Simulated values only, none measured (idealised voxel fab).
Process module in this document: voxel plated lines
In the cross-section labelled cut, the width is 265 nm and each square cell is 5 nm.
Cross-section format: a grid of square cells, given as bands from top to bottom; each band is one or more rows of cells. Top height, bottom height, nm. Materials left to right, width each, nm. Single material + "all across" = fills band edge to edge. "air" = empty. Counting heights begins at 0, where everything beneath is, in the wafer as received, one material. The lowest band has no bottom; it goes on downwards, as "0 and below" shows. It should be noted that a width expressed as "30..40" varies in equal increments from row to row of cells within the band, taking the value of the first number at the top row and that of the second number at the bottom row. You'll sometimes find "nothing changed" written for a step, and that's the way of saying that nowhere in the cross-section did a cell change during that step. "Entrapped voids" contains a list of empty spaces, each no smaller than 8 cells and without an open way to the top, written in the form width x height at distance with the distance from the left edge and all three in nm. Heads up: the bit after the settings on a step's line is the simulator's remark on that step. The line of a step may include "overlay nm". On a step with a mask, this value is how far to the right of its planned place the mask lay. A negative value means the mask lay to the left.
# Here's what the planned process steps look like
- 1: RECEIVE | material Si
- 2: CONFORMAL_DEP | material SiO2 | thk nm 15
- 3: DIRECTIONAL_DEP | material TiN | thk nm 5
- 4: PATTERN | tone open | mask id LINES | material resist | width nm 20 | pitch nm 50 | thk nm 20 | overlay nm 0
- 5: EPI | material Ru | thk nm 5
- 6: STRIP | etch materials resist
- 7: DIRECTIONAL_ETCH | etch materials TiN | depth nm 5
- 8: CONFORMAL_DEP | material SiN | thk nm 10
# As-received state of the wafer in cross-section, equivalent to post-step 1
  0 and below  Si all across
  Entrapped voids: none
# End state of the module in cross-section, given the above starting point and plan and one mistake in execution
  25 down to 20  air 45 nm; Ru 20 nm; air 30 nm; Ru 20 nm; air 30 nm; Ru 20 nm; air 30 nm; Ru 20 nm; air 50 nm
  20 down to 15  air 45 nm; TiN 20 nm; air 30 nm; TiN 20 nm; air 30 nm; TiN 20 nm; air 30 nm; TiN 20 nm; air 50 nm
  15 down to 0  SiO2 all across
  0 and below  Si all across
  Entrapped voids: none
Run error: step 8 was dropped from the plan's execution and never run
